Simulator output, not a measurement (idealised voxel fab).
voxel trench capacitor: a process module
We display cut, a cross-section 225 nm in width whose square cells are each 5 nm.
This document writes a cross-section as a grid whose cells are square, and gives it as bands, listed from the top down; one or more rows of cells form a band.
Band entry format. Leading values: height of top, height of bottom, nm. Remainder: materials in left-to-right order, each with its width in nm. Special words: "all across" on a single material, which then fills the band edge to edge; "blank", empty space.
The level at which height equals 0 is the one under which the wafer, as it arrives, is entirely one material. No lower edge exists for the bottom band, which continues downward and is notated as in "0 down".
When a width is written as two numbers, as in "30->40", the first number is the width in the top row of cells of the band and the second is the width in its bottom row, and the width changes by the same amount from each row to the next.
Reading "no change occurred" for a step: not a cell of the cross-section changed in it.
"Entrapped void list" means: voids of 8 cells or more that are shut off from the top with no open way through. Written width x height at distance, distance from the left edge, in nm.
Where a step's line continues beyond its settings, the continuation is a remark by the simulator itself on that step.
overlay nm: step with mask; distance mask lay right of planned place; negative value = left of planned place.
## plan
| 1 | RECEIVE with material Si |
| 2 | CONFORMAL_DEP with material SiN, thk nm 5 |
| 3 | PATTERN with tone open, mask id TRENCH, material resist, width nm 30, pitch nm 55, thk nm 20, overlay nm 0 |
| 4 | DIRECTIONAL_ETCH with etch materials SiN, depth nm 5 |
| 5 | DIRECTIONAL_ETCH with etch materials Si, depth nm 35 |
| 6 | STRIP with etch materials resist |
| 7 | CONFORMAL_DEP with material Al2O3, thk nm 5 |
| 8 | CONFORMAL_DEP with material TiN, thk nm 5 |
| 9 | FILL_DEP with material W, thk nm 5 |
| 10 | CMP with height nm 5 |
## The first wafer of two, processed as planned
## Cross-sectional view of the wafer in its as-received condition, corresponding to the state after step 1
    0 down = Si all across
    Entrapped void list: none
## Cross-section: wafer state after step 2
    5 to 0 = SiN all across
    No changes below 0.
## Cross-section: wafer state after step 3
    25 to 5 = resist (40), blank (30), resist (25), blank (30), resist (25), blank (30), resist (45)
    No changes below 5.
## Cross-section: wafer state after step 4
    25 to 5 = resist (40), blank (30), resist (25), blank (30), resist (25), blank (30), resist (45)
    5 to 0 = SiN (40), blank (30), SiN (25), blank (30), SiN (25), blank (30), SiN (45)
    No changes below 0.
## Cross-section: wafer state after step 5
    25 to 5 = resist (40), blank (30), resist (25), blank (30), resist (25), blank (30), resist (45)
    5 to 0 = SiN (40), blank (30), SiN (25), blank (30), SiN (25), blank (30), SiN (45)
    0 to -35 = Si (40), blank (30), Si (25), blank (30), Si (25), blank (30), Si (45)
    No changes below -35.
## Cross-section: wafer state after step 6
    5 to 0 = SiN (40), blank (30), SiN (25), blank (30), SiN (25), blank (30), SiN (45)
    No changes below 0.
## Cross-section: wafer state after step 7
    10 to 5 = Al2O3 (45), blank (20), Al2O3 (35), blank (20), Al2O3 (35), blank (20), Al2O3 (50)
    5 to 0 = SiN (40), Al2O3 (5), blank (20), Al2O3 (5), SiN (25), Al2O3 (5), blank (20), Al2O3 (5), SiN (25), Al2O3 (5), blank (20), Al2O3 (5), SiN (45)
    0 to -30 = Si (40), Al2O3 (5), blank (20), Al2O3 (5), Si (25), Al2O3 (5), blank (20), Al2O3 (5), Si (25), Al2O3 (5), blank (20), Al2O3 (5), Si (45)
    -30 to -35 = Si (40), Al2O3 (30), Si (25), Al2O3 (30), Si (25), Al2O3 (30), Si (45)
    No changes below -35.
## Cross-section: wafer state after step 8
    15 to 10 = TiN (50), blank (10), TiN (45), blank (10), TiN (45), blank (10), TiN (55)
    10 to 5 = Al2O3 (45), TiN (5), blank (10), TiN (5), Al2O3 (35), TiN (5), blank (10), TiN (5), Al2O3 (35), TiN (5), blank (10), TiN (5), Al2O3 (50)
    5 to 0 = SiN (40), Al2O3 (5), TiN (5), blank (10), TiN (5), Al2O3 (5), SiN (25), Al2O3 (5), TiN (5), blank (10), TiN (5), Al2O3 (5), SiN (25), Al2O3 (5), TiN (5), blank (10), TiN (5), Al2O3 (5), SiN (45)
    0 to -25 = Si (40), Al2O3 (5), TiN (5), blank (10), TiN (5), Al2O3 (5), Si (25), Al2O3 (5), TiN (5), blank (10), TiN (5), Al2O3 (5), Si (25), Al2O3 (5), TiN (5), blank (10), TiN (5), Al2O3 (5), Si (45)
    -25 to -30 = Si (40), Al2O3 (5), TiN (20), Al2O3 (5), Si (25), Al2O3 (5), TiN (20), Al2O3 (5), Si (25), Al2O3 (5), TiN (20), Al2O3 (5), Si (45)
    No changes below -30.
## Cross-section: wafer state after step 9
    20 to 15 = W all across
    15 to 10 = TiN (50), W (10), TiN (45), W (10), TiN (45), W (10), TiN (55)
    10 to 5 = Al2O3 (45), TiN (5), W (10), TiN (5), Al2O3 (35), TiN (5), W (10), TiN (5), Al2O3 (35), TiN (5), W (10), TiN (5), Al2O3 (50)
    5 to 0 = SiN (40), Al2O3 (5), TiN (5), W (10), TiN (5), Al2O3 (5), SiN (25), Al2O3 (5), TiN (5), W (10), TiN (5), Al2O3 (5), SiN (25), Al2O3 (5), TiN (5), W (10), TiN (5), Al2O3 (5), SiN (45)
    0 to -25 = Si (40), Al2O3 (5), TiN (5), W (10), TiN (5), Al2O3 (5), Si (25), Al2O3 (5), TiN (5), W (10), TiN (5), Al2O3 (5), Si (25), Al2O3 (5), TiN (5), W (10), TiN (5), Al2O3 (5), Si (45)
    No changes below -25.
## Cross-section: wafer state after step 10
    5 to 0 = SiN (40), Al2O3 (5), TiN (5), W (10), TiN (5), Al2O3 (5), SiN (25), Al2O3 (5), TiN (5), W (10), TiN (5), Al2O3 (5), SiN (25), Al2O3 (5), TiN (5), W (10), TiN (5), Al2O3 (5), SiN (45)
    No changes below 0.
## The second wafer: identical to the first at the outset and in its planned sequence, differing only in that one mistake was made during processing; up to and including step 1, its path is the first wafer's path
## Second wafer, cut view, end of step 2 per plan
    5 to 0 = Al2O3 all across
    No changes below 0.
## Second wafer, cut view, end of step 3 per plan
    25 to 5 = resist (40), blank (30), resist (25), blank (30), resist (25), blank (30), resist (45)
    No changes below 5.
Second wafer, cut view, end of step 4 per plan: no change occurred
Second wafer, cut view, end of step 5 per plan: no change occurred
## Second wafer, cut view, end of step 6 per plan
    5 to 0 = Al2O3 all across
    No changes below 0.
## Second wafer, cut view, end of step 7 per plan
    10 to 0 = Al2O3 all across
    No changes below 0.
## Second wafer, cut view, end of step 8 per plan
    15 to 10 = TiN all across
    No changes below 10.
## Second wafer, cut view, end of step 9 per plan
    20 to 15 = W all across
    No changes below 15.
## Second wafer, cut view, end of step 10 per plan
    5 to 0 = Al2O3 all across
    No changes below 0.
What went wrong in running the wafer? step 2: run off-plan, actual operation and settings CONFORMAL_DEP with material Al2O3, thk nm 5
Wrapping up, a cell-based count of both wafers puts the second over or under the first for these materials: Al2O3 -15 | Si +126 | SiN -27 | TiN -48 | W -36
